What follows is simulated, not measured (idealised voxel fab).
The document below concerns the process module designated voxel gate over fins.
For reference, the cross-section in this document is cut, with width 175 nm and square cells of 5 nm.
Cross-section = grid of square cells, listed top down in bands; band = one or more rows. In this notation a band is specified by the heights of its top and bottom, in that order and in nm, after which its materials appear from left to right, each paired with its width in nm. The word "edge to edge" attached to a single material means that material fills the band from edge to edge; the word "air" stands for empty space. Zero point of the height axis is 0; under it, received wafer = one material. Lowest band: continues down indefinitely, "0 and below". Width spec "30..40" -> top row of cells at first value, bottom row at second value, equal per-row change in between. "no alterations made" for a step: no cell of the cross-section changed in that step. Entry "Tabulated closed voids". Content: empty spaces with no open connection to the top, size 8 cells or greater. Each: width x height at distance. Distance: from left edge. Unit: nm. The remark found on a step's line after its settings is issued by the simulator itself and pertains to that step. The line of a step may include "overlay nm". On a step with a mask, this value is how far to the right of its planned place the mask lay. A negative value means the mask lay to the left.
**Listed below are the process steps as planned**
1 RECEIVE: material Si
2 CONFORMAL_DEP: material SiN, thk nm 10
3 PATTERN: tone cover, mask id FINS, material resist, width nm 15, pitch nm 35, thk nm 15, overlay nm 0
4 DIRECTIONAL_ETCH: etch materials SiN, depth nm 10
5 DIRECTIONAL_ETCH: etch materials Si, depth nm 30
6 STRIP: etch materials resist
7 OXIDIZE: depth nm 5
8 FILL_DEP: material SiO2, thk nm 10
9 CMP: height nm 10
10 SELECTIVE_ETCH: etch materials SiO2, depth nm 20
11 STRIP: etch materials SiN
12 CONFORMAL_DEP: material HfO2, thk nm 5
13 CONFORMAL_DEP: material TiN, thk nm 5
14 CONFORMAL_DEP: material TiAl, thk nm 5
15 CONFORMAL_DEP: material TiN, thk nm 5
16 FILL_DEP: material W, thk nm 15
17 CMP: height nm 30
18 CONFORMAL_DEP: material SiN, thk nm 5
**Account of the first of two wafers, which was processed as intended**
**Wafer as received: cross-section following step 1**
0 and below = Si edge to edge
Tabulated closed voids: none
**How the wafer stands in section after step 2**
10 down to 0 = SiN edge to edge
Below 0, the layers are the same as they were.
**How the wafer stands in section after step 3**
25 down to 10 = air: 25 / resist: 15 / air: 20 / resist: 15 / air: 20 / resist: 15 / air: 20 / resist: 15 / air: 30
Below 10, the layers are the same as they were.
**How the wafer stands in section after step 4**
25 down to 10 = air: 25 / resist: 15 / air: 20 / resist: 15 / air: 20 / resist: 15 / air: 20 / resist: 15 / air: 30
10 down to 0 = air: 25 / SiN: 15 / air: 20 / SiN: 15 / air: 20 / SiN: 15 / air: 20 / SiN: 15 / air: 30
Below 0, the layers are the same as they were.
**How the wafer stands in section after step 5**
25 down to 10 = air: 25 / resist: 15 / air: 20 / resist: 15 / air: 20 / resist: 15 / air: 20 / resist: 15 / air: 30
10 down to 0 = air: 25 / SiN: 15 / air: 20 / SiN: 15 / air: 20 / SiN: 15 / air: 20 / SiN: 15 / air: 30
0 down to -30 = air: 25 / Si: 15 / air: 20 / Si: 15 / air: 20 / Si: 15 / air: 20 / Si: 15 / air: 30
Below -30, the layers are the same as they were.
**How the wafer stands in section after step 6**
10 down to 0 = air: 25 / SiN: 15 / air: 20 / SiN: 15 / air: 20 / SiN: 15 / air: 20 / SiN: 15 / air: 30
Below 0, the layers are the same as they were.
**How the wafer stands in section after step 7**
10 down to 0 = air: 25 / SiN: 15 / air: 20 / SiN: 15 / air: 20 / SiN: 15 / air: 20 / SiN: 15 / air: 30
0 down to -30 = air: 25 / SiO2: 5 / Si: 5 / SiO2: 5 / air: 20 / SiO2: 5 / Si: 5 / SiO2: 5 / air: 20 / SiO2: 5 / Si: 5 / SiO2: 5 / air: 20 / SiO2: 5 / Si: 5 / SiO2: 5 / air: 30
-30 down to -35 = SiO2: 30 / Si: 5 / SiO2: 30 / Si: 5 / SiO2: 30 / Si: 5 / SiO2: 30 / Si: 5 / SiO2: 35
Below -35, the layers are the same as they were.
**How the wafer stands in section after step 8**
20 down to 10 = SiO2 edge to edge
10 down to 0 = SiO2: 25 / SiN: 15 / SiO2: 20 / SiN: 15 / SiO2: 20 / SiN: 15 / SiO2: 20 / SiN: 15 / SiO2: 30
0 down to -35 = SiO2: 30 / Si: 5 / SiO2: 30 / Si: 5 / SiO2: 30 / Si: 5 / SiO2: 30 / Si: 5 / SiO2: 35
Below -35, the layers are the same as they were.
**How the wafer stands in section after step 9**
10 down to 0 = SiO2: 25 / SiN: 15 / SiO2: 20 / SiN: 15 / SiO2: 20 / SiN: 15 / SiO2: 20 / SiN: 15 / SiO2: 30
Below 0, the layers are the same as they were.
**How the wafer stands in section after step 10**
10 down to 0 = air: 25 / SiN: 15 / air: 20 / SiN: 15 / air: 20 / SiN: 15 / air: 20 / SiN: 15 / air: 30
0 down to -10 = air: 30 / Si: 5 / air: 30 / Si: 5 / air: 30 / Si: 5 / air: 30 / Si: 5 / air: 35
Below -10, the layers are the same as they were.
**How the wafer stands in section after step 11**
0 down to -10 = air: 30 / Si: 5 / air: 30 / Si: 5 / air: 30 / Si: 5 / air: 30 / Si: 5 / air: 35
Below -10, the layers are the same as they were.
**How the wafer stands in section after step 12**
5 down to 0 = air: 25 / HfO2: 15 / air: 20 / HfO2: 15 / air: 20 / HfO2: 15 / air: 20 / HfO2: 15 / air: 30
0 down to -5 = air: 25 / HfO2: 5 / Si: 5 / HfO2: 5 / air: 20 / HfO2: 5 / Si: 5 / HfO2: 5 / air: 20 / HfO2: 5 / Si: 5 / HfO2: 5 / air: 20 / HfO2: 5 / Si: 5 / HfO2: 5 / air: 30
-5 down to -10 = HfO2: 30 / Si: 5 / HfO2: 30 / Si: 5 / HfO2: 30 / Si: 5 / HfO2: 30 / Si: 5 / HfO2: 35
Below -10, the layers are the same as they were.
**How the wafer stands in section after step 13**
10 down to 5 = air: 20 / TiN: 25 / air: 10 / TiN: 25 / air: 10 / TiN: 25 / air: 10 / TiN: 25 / air: 25
5 down to 0 = air: 20 / TiN: 5 / HfO2: 15 / TiN: 5 / air: 10 / TiN: 5 / HfO2: 15 / TiN: 5 / air: 10 / TiN: 5 / HfO2: 15 / TiN: 5 / air: 10 / TiN: 5 / HfO2: 15 / TiN: 5 / air: 25
0 down to -5 = TiN: 25 / HfO2: 5 / Si: 5 / HfO2: 5 / TiN: 20 / HfO2: 5 / Si: 5 / HfO2: 5 / TiN: 20 / HfO2: 5 / Si: 5 / HfO2: 5 / TiN: 20 / HfO2: 5 / Si: 5 / HfO2: 5 / TiN: 30
Below -5, the layers are the same as they were.
**How the wafer stands in section after step 14**
15 down to 10 = air: 15 / TiAl: 140 / air: 20
10 down to 5 = air: 15 / TiAl: 5 / TiN: 25 / TiAl: 10 / TiN: 25 / TiAl: 10 / TiN: 25 / TiAl: 10 / TiN: 25 / TiAl: 5 / air: 20
5 down to 0 = TiAl: 20 / TiN: 5 / HfO2: 15 / TiN: 5 / TiAl: 10 / TiN: 5 / HfO2: 15 / TiN: 5 / TiAl: 10 / TiN: 5 / HfO2: 15 / TiN: 5 / TiAl: 10 / TiN: 5 / HfO2: 15 / TiN: 5 / TiAl: 25
Below 0, the layers are the same as they were.
**How the wafer stands in section after step 15**
20 down to 15 = air: 10 / TiN: 150 / air: 15
15 down to 10 = air: 10 / TiN: 5 / TiAl: 140 / TiN: 5 / air: 15
10 down to 5 = TiN: 15 / TiAl: 5 / TiN: 25 / TiAl: 10 / TiN: 25 / TiAl: 10 / TiN: 25 / TiAl: 10 / TiN: 25 / TiAl: 5 / TiN: 20
Below 5, the layers are the same as they were.
**How the wafer stands in section after step 16**
35 down to 20 = W edge to edge
20 down to 15 = W: 10 / TiN: 150 / W: 15
15 down to 10 = W: 10 / TiN: 5 / TiAl: 140 / TiN: 5 / W: 15
Below 10, the layers are the same as they were.
**How the wafer stands in section after step 17**
30 down to 20 = W edge to edge
Below 20, the layers are the same as they were.
**How the wafer stands in section after step 18**
35 down to 30 = SiN edge to edge
Below 30, the layers are the same as they were.
**What follows concerns the second wafer, which started out like the first and was meant to follow the very same plan; one mistake crept in when it was run, but everything up to and including step 11 is the same as for the first wafer**
Second wafer profile in section, at the moment step 12 of the plan was meant to be complete: no alterations made
**Second wafer profile in section, at the moment step 13 of the plan was meant to be complete**
5 down to 0 = air: 25 / TiN: 15 / air: 20 / TiN: 15 / air: 20 / TiN: 15 / air: 20 / TiN: 15 / air: 30
0 down to -5 = air: 25 / TiN: 5 / Si: 5 / TiN: 5 / air: 20 / TiN: 5 / Si: 5 / TiN: 5 / air: 20 / TiN: 5 / Si: 5 / TiN: 5 / air: 20 / TiN: 5 / Si: 5 / TiN: 5 / air: 30
-5 down to -10 = TiN: 30 / Si: 5 / TiN: 30 / Si: 5 / TiN: 30 / Si: 5 / TiN: 30 / Si: 5 / TiN: 35
Below -10, the layers are the same as they were.
**Second wafer profile in section, at the moment step 14 of the plan was meant to be complete**
10 down to 5 = air: 20 / TiAl: 25 / air: 10 / TiAl: 25 / air: 10 / TiAl: 25 / air: 10 / TiAl: 25 / air: 25
5 down to 0 = air: 20 / TiAl: 5 / TiN: 15 / TiAl: 5 / air: 10 / TiAl: 5 / TiN: 15 / TiAl: 5 / air: 10 / TiAl: 5 / TiN: 15 / TiAl: 5 / air: 10 / TiAl: 5 / TiN: 15 / TiAl: 5 / air: 25
0 down to -5 = TiAl: 25 / TiN: 5 / Si: 5 / TiN: 5 / TiAl: 20 / TiN: 5 / Si: 5 / TiN: 5 / TiAl: 20 / TiN: 5 / Si: 5 / TiN: 5 / TiAl: 20 / TiN: 5 / Si: 5 / TiN: 5 / TiAl: 30
Below -5, the layers are the same as they were.
**Second wafer profile in section, at the moment step 15 of the plan was meant to be complete**
15 down to 10 = air: 15 / TiN: 140 / air: 20
10 down to 5 = air: 15 / TiN: 5 / TiAl: 25 / TiN: 10 / TiAl: 25 / TiN: 10 / TiAl: 25 / TiN: 10 / TiAl: 25 / TiN: 5 / air: 20
5 down to 0 = TiN: 20 / TiAl: 5 / TiN: 15 / TiAl: 5 / TiN: 10 / TiAl: 5 / TiN: 15 / TiAl: 5 / TiN: 10 / TiAl: 5 / TiN: 15 / TiAl: 5 / TiN: 10 / TiAl: 5 / TiN: 15 / TiAl: 5 / TiN: 25
Below 0, the layers are the same as they were.
**Second wafer profile in section, at the moment step 16 of the plan was meant to be complete**
30 down to 15 = W edge to edge
15 down to 10 = W: 15 / TiN: 140 / W: 20
10 down to 5 = W: 15 / TiN: 5 / TiAl: 25 / TiN: 10 / TiAl: 25 / TiN: 10 / TiAl: 25 / TiN: 10 / TiAl: 25 / TiN: 5 / W: 20
Below 5, the layers are the same as they were.
Second wafer profile in section, at the moment step 17 of the plan was meant to be complete: no alterations made
**Second wafer profile in section, at the moment step 18 of the plan was meant to be complete**
35 down to 30 = SiN edge to edge
Below 30, the layers are the same as they were.
Short version of what went wrong: step 12 in the plan did not get run; it was skipped
In the final state, the cell counts of the second wafer exceed or fall short of those of the first for the following materials: -51 HfO2 | +12 TiN | +39 W
